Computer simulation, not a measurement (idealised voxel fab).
The process module that follows is named voxel fin reveal.
This is section cut - it's 210 nm across, gridded in 5 nm square cells.
How to read a cross-section here: the picture is a grid of square cells, written as bands going from the top down, and any band can span one or more rows of cells.
First you get the band's top height and its bottom height, in nm, and then the materials it's made of, left to right, with each width in nm. If you see a single material with "throughout", that one covers the band edge to edge. "air" is empty space.
Height is counted from the level 0, under which the received wafer is composed throughout of one material. The lowest of the bands is not closed at the bottom but continues downward, in the notation "0 nm and below".
A two-number width, for instance "30->40", indicates that the width is equal to the first number in the top row of the band and to the second number in the bottom row, and that it changes by a constant amount per row of cells.
No cell of the cross-section changed in a step that is given as "remained unchanged".
"Closed void roster" enumerates empty spaces isolated from the top, with no open way to it, that contain at least 8 cells, giving each as width x height at distance from the left edge, all three in nm.
Heads up: the bit after the settings on a step's line is the simulator's remark on that step.
The setting "overlay nm" may be written on the line of a step. When the step uses a mask, the value reports how far to the right of the planned place the mask lay, and a negative value reports that it lay to the left.
[Set out below are the planned steps of the process]
step 1: RECEIVE [material Si]
step 2: CONFORMAL_DEP [material SiN] [thk nm 5]
step 3: PATTERN [tone cover] [mask id FINS] [material resist] [width nm 15] [pitch nm 40] [thk nm 20] [overlay nm 0]
step 4: DIRECTIONAL_ETCH [etch materials SiN] [depth nm 5]
step 5: DIRECTIONAL_ETCH [etch materials Si] [depth nm 35]
step 6: STRIP [etch materials resist]
step 7: FILL_DEP [material SiO2] [thk nm 5]
step 8: CMP [height nm 5]
step 9: SELECTIVE_ETCH [etch materials SiO2] [depth nm 30]
step 10: STRIP [etch materials SiN]
step 11: CONFORMAL_DEP [material HfO2] [thk nm 5]
[Cross-sectional view of the wafer in its as-received condition, corresponding to the state after step 1]
    0 nm and below | Si throughout
    Closed void roster: none
[First of two wafers at the end of the module, shown in cross-section; run carried out as planned]
    5 nm to 0 nm | 30 of air, 25 of HfO2, 15 of air, 25 of HfO2, 15 of air, 25 of HfO2, 15 of air, 25 of HfO2, 35 of air
    0 nm to -20 nm | 30 of air, 5 of HfO2, 15 of Si, 5 of HfO2, 15 of air, 5 of HfO2, 15 of Si, 5 of HfO2, 15 of air, 5 of HfO2, 15 of Si, 5 of HfO2, 15 of air, 5 of HfO2, 15 of Si, 5 of HfO2, 35 of air
    -20 nm to -25 nm | 35 of HfO2, 15 of Si, 25 of HfO2, 15 of Si, 25 of HfO2, 15 of Si, 25 of HfO2, 15 of Si, 40 of HfO2
    -25 nm to -35 nm | 35 of SiO2, 15 of Si, 25 of SiO2, 15 of Si, 25 of SiO2, 15 of Si, 25 of SiO2, 15 of Si, 40 of SiO2
    -35 nm and below | Si throughout
    Closed void roster: none
[Wafer two cross-section, module end. Start and plan unchanged from wafer one; one mistake made during the run]
    5 nm to 0 nm | 30 of air, 25 of HfO2, 15 of air, 25 of HfO2, 15 of air, 25 of HfO2, 15 of air, 25 of HfO2, 35 of air
    0 nm to -20 nm | 30 of air, 5 of HfO2, 15 of Si, 5 of HfO2, 15 of air, 5 of HfO2, 15 of Si, 5 of HfO2, 15 of air, 5 of HfO2, 15 of Si, 5 of HfO2, 15 of air, 5 of HfO2, 15 of Si, 5 of HfO2, 35 of air
    -20 nm to -25 nm | 35 of HfO2, 15 of Si, 25 of HfO2, 15 of Si, 25 of HfO2, 15 of Si, 25 of HfO2, 15 of Si, 40 of HfO2
    -25 nm to -30 nm | 35 of SiO2, 15 of Si, 25 of SiO2, 15 of Si, 25 of SiO2, 15 of Si, 25 of SiO2, 15 of Si, 40 of SiO2
    -30 nm and below | Si throughout
    Closed void roster: none
Misprocessing identified: step 5, actual vs plan mismatch, actual run DIRECTIONAL_ETCH [etch materials Si] [depth nm 30]
Final wafer comparison in cells, second versus first, more or fewer per material: 30 more of Si, 30 fewer of SiO2
